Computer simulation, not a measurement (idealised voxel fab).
Herein follows the process module entitled voxel spacer lines.
Shown is cross-section cut, with a width of 225 nm and square cells of size 5 nm.
This document writes a cross-section as a grid whose cells are square, and gives it as bands, listed from the top down; one or more rows of cells form a band.
Top, bottom (nm), then materials left to right with widths (nm); lone material tagged "full width" fills the whole band edge to edge; "air" = empty space.
Heights are measured from 0, the level below which the as-received wafer is all one material; the lowest band has no bottom and continues downward, written as in "0..down".
So if you see something like "30..40" for the width, read it as the top row of the band sitting at the first number and the bottom row at the second, with every row in between moving by the same amount as the last.
Key: "everything unchanged" - step with no changed cell in the cross-section.
"Cavities, closed" lists enclosed empty spaces (at least 8 cells, no open path upward to the top), each as width x height at distance from the left edge, in nm.
What comes after the settings on a step's line is commentary from the simulator itself on that step.
overlay nm: where the mask lay relative to plan, measured to the right, on steps with a mask; negatives go left.

[Here's what the planned process steps look like]
1,RECEIVE: material Si
2,CONFORMAL_DEP: material SiO2, thk nm 5
3,DIRECTIONAL_DEP: material TiN, thk nm 20
4,DIRECTIONAL_DEP: material polySi, thk nm 25
5,PATTERN: tone cover, mask id MANDREL, material resist, width nm 15, pitch nm 50, thk nm 35, overlay nm -15
6,DIRECTIONAL_ETCH: etch materials polySi, depth nm 25
7,STRIP: etch materials resist
8,CONFORMAL_DEP: material SiN, thk nm 10
9,DIRECTIONAL_ETCH: etch materials SiN, depth nm 10
10,STRIP: etch materials polySi
11,DIRECTIONAL_ETCH: etch materials TiN, depth nm 20
12,STRIP: etch materials SiN
The value of overlay nm given for step 5 in the plan refers to the first wafer; the wafers vary in this setting and are alike at the start.

[So this is the first of several wafers, cross-sectioned as it came to us, meaning it's at the end of step 1]
0..down = Si full width
Cavities, closed: none

[For your reference, the table is organized with a row per wafer; each row reflects the wafer at the end of the module, indicating for each material the cells gained (+) or lost (-) since receipt, and thereafter its closed voids]
overlay nm -15; +45 SiO2; +48 TiN; Cavities, closed: none
overlay nm -10; +45 SiO2; +48 TiN; Cavities, closed: none
overlay nm -5; +45 SiO2; +48 TiN; Cavities, closed: none
overlay nm 0; +45 SiO2; +48 TiN; Cavities, closed: none
overlay nm 5; +45 SiO2; +48 TiN; Cavities, closed: none
overlay nm 10; +45 SiO2; +48 TiN; Cavities, closed: none
overlay nm 15; +45 SiO2; +48 TiN; Cavities, closed: none
